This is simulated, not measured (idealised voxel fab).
process module | voxel air gaps
cross-section cut | 155 nm wide | cells 5 nm
A cross-section is a grid of square cells, given in bands from the top down. A band is one or more rows of cells.
Each band's line starts with the height of the band's top and of its bottom, in nm. Then come its materials from left to right, each with its width in nm. One material with "throughout" fills the band from edge to edge. "air" is empty space.
Height 0 is the level under which the wafer as received is all one material. The lowest band goes on downwards, as in "0 down".
A width such as "30 to 40" changes by the same amount from each row of cells to the next, from the band's top row to its bottom row.
"no change" after a step means that no cell of the cross-section changed.
closed voids: empty space of 8 cells or more with no open way to the top, each as width x height at its distance from the left edge, in nm
after a step's settings: what the simulator itself notes on the step
overlay nm, on a step with a mask: how far to the right of its planned place the mask lay; to the left if negative
plan
1 op RECEIVE | material Si
2 op CONFORMAL_DEP | material SiO2 | thk nm 15
3 op CONFORMAL_DEP | material SiN | thk nm 5
4 op DIRECTIONAL_DEP | material lowk | thk nm 35
5 op DIRECTIONAL_DEP | material aC | thk nm 10
6 op PATTERN | tone open | mask id LINES | material resist | width nm 15 | pitch nm 40 | thk nm 30 | overlay nm 0
7 op DIRECTIONAL_ETCH | etch materials aC | depth nm 10
8 op STRIP | etch materials resist
9 op DIRECTIONAL_ETCH | etch materials lowk | depth nm 35
10 op STRIP | etch materials aC
11 op CONFORMAL_DEP | material TiN | thk nm 5
12 op FILL_DEP | material Ru | thk nm 5
13 op CMP | height nm 55
14 op EPI | material Ru | thk nm 10
15 op SELECTIVE_ETCH | etch materials lowk | depth nm 45
16 op CONFORMAL_DEP | material SiN | thk nm 5
as received, after step 1
  0 down: Si throughout
  closed voids: none
a wafer at the end: this start, this plan, one mistake
  65 to 60: air 15 | SiN 125 | air 15
  60 to 50: air 15 | SiN 5 | Ru 35 | SiN 5 | Ru 35 | SiN 5 | Ru 35 | SiN 5 | air 15
  50 to 45: air 15 | SiN 15 | TiN 5 | Ru 5 | TiN 5 | SiN 25 | TiN 5 | Ru 5 | TiN 5 | SiN 25 | TiN 5 | Ru 5 | TiN 5 | SiN 15 | air 15
  45 to 25: air 25 | SiN 5 | TiN 5 | Ru 5 | TiN 5 | SiN 5 | air 15 | SiN 5 | TiN 5 | Ru 5 | TiN 5 | SiN 5 | air 15 | SiN 5 | TiN 5 | Ru 5 | TiN 5 | SiN 5 | air 25
  25 to 20: SiN 30 | TiN 15 | SiN 25 | TiN 15 | SiN 25 | TiN 15 | SiN 30
  20 to 15: SiN throughout
  15 to 0: SiO2 throughout
  0 down: Si throughout
  closed voids: 15 x 20 at 50; 15 x 20 at 90
what went wrong: step 13 ran as: op CMP | height nm 50
